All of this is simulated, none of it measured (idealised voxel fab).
A process module follows: voxel capacitor over wiring.
Cross-sectional view cut (width: 270 nm; square cell size: 5 nm).
We lay out every cross-section as a grid of square cells and spell it out in bands from the top down, where one band means one or more rows of cells. Within each band entry, the heights of the top and of the bottom of the band appear first, in that order and in nm; the materials of the band then follow from left to right, each with its corresponding width in nm. The designation "throughout" on a single material indicates that it fills the band from edge to edge; the designation "blank" indicates empty space. Heights are measured from 0, the level below which the as-received wafer is all one material; the lowest band has no bottom and continues downward, written as in "from 0 down". A width such as "30..40" changes by the same amount from each row of cells to the next, from the band's top row to its bottom row. A step reported as "nothing got changed" is a step in which no cell of the cross-section changed. "Non-vented voids" contains a list of empty spaces, each no smaller than 8 cells and without an open way to the top, written in the form width x height at distance with the distance from the left edge and all three in nm. Post-settings text on a step line: simulator's own remark regarding the step. overlay nm: for a step with a mask, the amount by which the mask lay right of where it was planned; a negative amount means left of it.

Process steps - plan:
1. RECEIVE,material Si
2. CONFORMAL_DEP,material SiO2,thk nm 15
3. CONFORMAL_DEP,material SiCN,thk nm 5
4. DIRECTIONAL_DEP,material SiO2,thk nm 25
5. MASKED_ETCH,tone open,mask id METAL_1,width nm 20,pitch nm 90,etch materials SiO2,depth nm 25,overlay nm 0
6. MASKED_ETCH,tone open,mask id METAL_1,width nm 20,pitch nm 90,etch materials SiCN,depth nm 5,overlay nm 0
7. CONFORMAL_DEP,material TiN,thk nm 5
8. FILL_DEP,material Cu,thk nm 10
9. CMP,height nm 45
10. EPI,material Ru,thk nm 5
11. FILL_DEP,material SiCN,thk nm 5
12. DIRECTIONAL_DEP,material lowk,thk nm 10
13. MASKED_ETCH,tone open,mask id PLUG_1,width nm 15,etch materials lowk,depth nm 10,overlay nm 0
14. MASKED_ETCH,tone open,mask id PLUG_1,width nm 15,etch materials SiCN,depth nm 5,overlay nm 0
15. CONFORMAL_DEP,material TiN,thk nm 5
16. FILL_DEP,material W,thk nm 10
17. CMP,height nm 65
18. DIRECTIONAL_DEP,material TiN,thk nm 5
19. DIRECTIONAL_DEP,material HfO2,thk nm 5
20. DIRECTIONAL_DEP,material TiN,thk nm 10
21. MASKED_ETCH,tone cover,mask id UPPER_PLATE,width nm 75,etch materials TiN,depth nm 10,overlay nm 0
22. MASKED_ETCH,tone cover,mask id UPPER_PLATE,width nm 75,etch materials HfO2,depth nm 5,overlay nm 0
23. MASKED_ETCH,tone cover,mask id LOWER_PLATE,width nm 85,etch materials TiN,depth nm 5,overlay nm 0
24. FILL_DEP,material SiO2,thk nm 20
25. CMP,height nm 100
26. MASKED_ETCH,tone open,mask id PLUG_2,width nm 15,etch materials SiO2,depth nm 15,overlay nm 0
27. CONFORMAL_DEP,material TiN,thk nm 5
28. FILL_DEP,material W,thk nm 10
29. CMP,height nm 100
30. CONFORMAL_DEP,material SiCN,thk nm 5

As received (post step 1): cross-section:
* from 0 down: Si throughout
* Non-vented voids: none

Post-module cross-section of the first of two wafers (run per plan):
* from 105 to 100: SiCN throughout
* from 100 to 90: SiO2: 95, then TiN: 5, then W: 5, then TiN: 5, then SiO2: 160
* from 90 to 85: SiO2: 95, then TiN: 15, then SiO2: 160
* from 85 to 75: SiO2: 85, then TiN: 75, then SiO2: 110
* from 75 to 70: SiO2: 85, then HfO2: 75, then SiO2: 110
* from 70 to 65: SiO2: 80, then TiN: 85, then SiO2: 105
* from 65 to 55: lowk: 85, then TiN: 5, then W: 5, then TiN: 5, then lowk: 170
* from 55 to 50: SiCN: 85, then TiN: 15, then SiCN: 170
* from 50 to 45: SiCN: 75, then Ru: 30, then SiCN: 60, then Ru: 30, then SiCN: 75
* from 45 to 20: SiO2: 80, then TiN: 5, then Cu: 10, then TiN: 5, then SiO2: 70, then TiN: 5, then Cu: 10, then TiN: 5, then SiO2: 80
* from 20 to 15: SiCN: 80, then TiN: 20, then SiCN: 70, then TiN: 20, then SiCN: 80
* from 15 to 0: SiO2 throughout
* from 0 down: Si throughout
* Non-vented voids: none

Module end: cross-section of wafer two of two. Same start and process plan as the first wafer. One mistake during execution:
* from 105 to 100: SiCN throughout
* from 100 to 90: SiO2: 95, then TiN: 5, then W: 5, then TiN: 5, then SiO2: 160
* from 90 to 85: SiO2: 95, then TiN: 15, then SiO2: 160
* from 85 to 75: SiO2: 85, then TiN: 75, then SiO2: 110
* from 75 to 70: SiO2: 85, then HfO2: 75, then SiO2: 110
* from 70 to 65: SiO2: 80, then TiN: 85, then SiO2: 105
* from 65 to 55: lowk: 85, then TiN: 5, then Cu: 5, then TiN: 5, then lowk: 170
* from 55 to 50: SiCN: 85, then TiN: 15, then SiCN: 170
* from 50 to 45: SiCN: 75, then Ru: 30, then SiCN: 60, then Ru: 30, then SiCN: 75
* from 45 to 20: SiO2: 80, then TiN: 5, then Cu: 10, then TiN: 5, then SiO2: 70, then TiN: 5, then Cu: 10, then TiN: 5, then SiO2: 80
* from 20 to 15: SiCN: 80, then TiN: 20, then SiCN: 70, then TiN: 20, then SiCN: 80
* from 15 to 0: SiO2 throughout
* from 0 down: Si throughout
* Non-vented voids: none
Heads up, the wafer didn't run the way we planned it: rather than as planned, step 16 actually ran as FILL_DEP,material Cu,thk nm 10
FYI, end of process, the second wafer has more or fewer cells of some materials than the first: +2 Cu, -2 W
